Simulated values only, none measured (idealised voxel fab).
Documented hereafter: the process module known as voxel spacer lines.
Xsec cut, 175 nm wide, square cell size 5 nm.
In what follows, cross-sections appear as grids of square cells, described through bands that run from the top down, where every band is one or more rows of cells. For a band, the entry starts with two heights in nm, that of the top and then that of the bottom, and carries on with the band's materials in order from left to right, each alongside its width in nm; the word "everywhere" beside a single material means it fills the band edge to edge, and "empty" means empty space. Height 0 is the level under which the wafer as received is all one material. The lowest band goes on downwards, as in "0..down". It should be noted that a width expressed as "30->40" varies in equal increments from row to row of cells within the band, taking the value of the first number at the top row and that of the second number at the bottom row. Step note "all unchanged" = no cross-section cell changed. Listed in "Closed void listing": every empty space of 8 or more cells without an open way to the top. Form: width x height at distance, the distance being from the left edge, all in nm. On each step's line, the part that comes after the settings is the simulator's own comment on the step. When a step includes a mask, the "overlay nm" setting on its line states how far to the right of its planned place that mask lay, and negative values state how far to the left.

## The following list gives the planned process steps
1: op RECEIVE | material Si
2: op CONFORMAL_DEP | material Al2O3 | thk nm 10
3: op DIRECTIONAL_DEP | material W | thk nm 5
4: op DIRECTIONAL_DEP | material polySi | thk nm 25
5: op PATTERN | tone cover | mask id MANDREL | material resist | width nm 20 | pitch nm 60 | thk nm 30 | overlay nm 0
6: op DIRECTIONAL_ETCH | etch materials polySi | depth nm 25
7: op STRIP | etch materials resist
8: op CONFORMAL_DEP | material SiN | thk nm 10
9: op DIRECTIONAL_ETCH | etch materials SiN | depth nm 10
10: op STRIP | etch materials polySi
11: op DIRECTIONAL_ETCH | etch materials W | depth nm 15
12: op STRIP | etch materials SiN
13: op FILL_DEP | material SiO2 | thk nm 10
14: op CMP | height nm 25
Variable across wafers: step 3 thk nm (plan value is that of the first wafer; starting state common to all).

## Received condition of the first of several wafers, sectioned: post-step 1
- 0..down = Si everywhere
- Closed void listing: none

## At the end of the module, after its last step, step 14, the first of several wafers appears in cross-section as follows
- 25..15 = SiO2 everywhere
- 15..10 = SiO2 5 nm | W 10 nm | SiO2 20 nm | W 10 nm | SiO2 20 nm | W 10 nm | SiO2 20 nm | W 10 nm | SiO2 20 nm | W 10 nm | SiO2 20 nm | W 10 nm | SiO2 10 nm
- 10..0 = Al2O3 everywhere
- 0..down = Si everywhere
- Closed void listing: none

## X-section, last wafer, module end
- 25..10 = W everywhere
- 10..0 = Al2O3 everywhere
- 0..down = Si everywhere
- Closed void listing: none

## End of module, by wafer: material-by-material cell gain (+) or loss (-) since receipt, then closed voids
thk nm 5 | +70 Al2O3 | +93 SiO2 | +12 W | Closed void listing: none
thk nm 10 | +70 Al2O3 | +81 SiO2 | +24 W | Closed void listing: none
thk nm 15 | +70 Al2O3 | +69 SiO2 | +36 W | Closed void listing: none
thk nm 20 | +70 Al2O3 | +46 SiO2 | +59 W | Closed void listing: none
thk nm 25 | +70 Al2O3 | +23 SiO2 | +82 W | Closed void listing: none
thk nm 30 | +70 Al2O3 | +105 W | Closed void listing: none
